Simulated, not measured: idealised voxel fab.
Documented hereafter: the process module known as voxel local oxidation.
Square cell edge 5 nm, section width 220 nm, ID cut.
Notation: cross-section as square-cell grid; stated in bands, top first, going down; one or more cell rows per band.
Look at the band entry: it leads with the top's height and the bottom's height in nm. Then it lists the materials left to right, with a width in nm for each. The word "full width" on a single material says that material fills the band edge to edge. The word "air" is empty space.
Ref level 0: as-received wafer is one material below here. Bottom band extends down with no lower bound ("z 0 and below").
Width: "30 to 40" (first number = top row, second number = bottom row, same change from row to row of cells).
The cross-section has no changed cell in any step marked "remained the same".
Entry "Enclosed empty spaces" = empty spaces >= 8 cells with no open way to the top; each as width x height at distance, distance from left edge, all nm.
Step line, after settings: the simulator's comment on this step.
overlay nm: on a step with a mask, how far right of its planned place the mask lay; negative means left.

# So here's the lineup of process steps we planned
1 RECEIVE [material Si]
2 OXIDIZE [depth nm 5]
3 CONFORMAL_DEP [material SiN] [thk nm 10]
4 DIRECTIONAL_DEP [material aC] [thk nm 10]
5 PATTERN [tone cover] [mask id ACTIVE] [material resist] [width nm 115] [thk nm 25] [overlay nm 0]
6 DIRECTIONAL_ETCH [etch materials aC] [depth nm 10]
7 STRIP [etch materials resist]
8 DIRECTIONAL_ETCH [etch materials SiN] [depth nm 10]
9 STRIP [etch materials aC]
10 SELECTIVE_ETCH [etch materials SiO2] [depth nm 5]
11 OXIDIZE [depth nm 15]
12 STRIP [etch materials SiN]

# This is the cross-section of the wafer as we received it, i.e. after step 1
- z 0 and below  Si full width
- Enclosed empty spaces: none

# The first of two wafers, cross-sectioned at the end of the module, with the run proceeding as planned
- z 0 to -5  air 55, SiO2 105, air 60
- z -5 to -20  SiO2 70, Si 75, SiO2 75
- z -20 and below  Si full width
- Enclosed empty spaces: none

# Cross-section of the latter of the two wafers at module completion. It had an identical start and an identical plan to the former; in running it, one mistake was made
- z 0 to -5  air 60, SiO2 105, air 55
- z -5 to -20  SiO2 75, Si 75, SiO2 70
- z -20 and below  Si full width
- Enclosed empty spaces: none
So what did we get wrong on this run? step 5 ran with different settings than intended, the actual operation and settings being PATTERN [tone cover] [mask id ACTIVE] [material resist] [width nm 115] [thk nm 25] [overlay nm 5]
Cell counts per material: same on both final wafers. Positions: different.
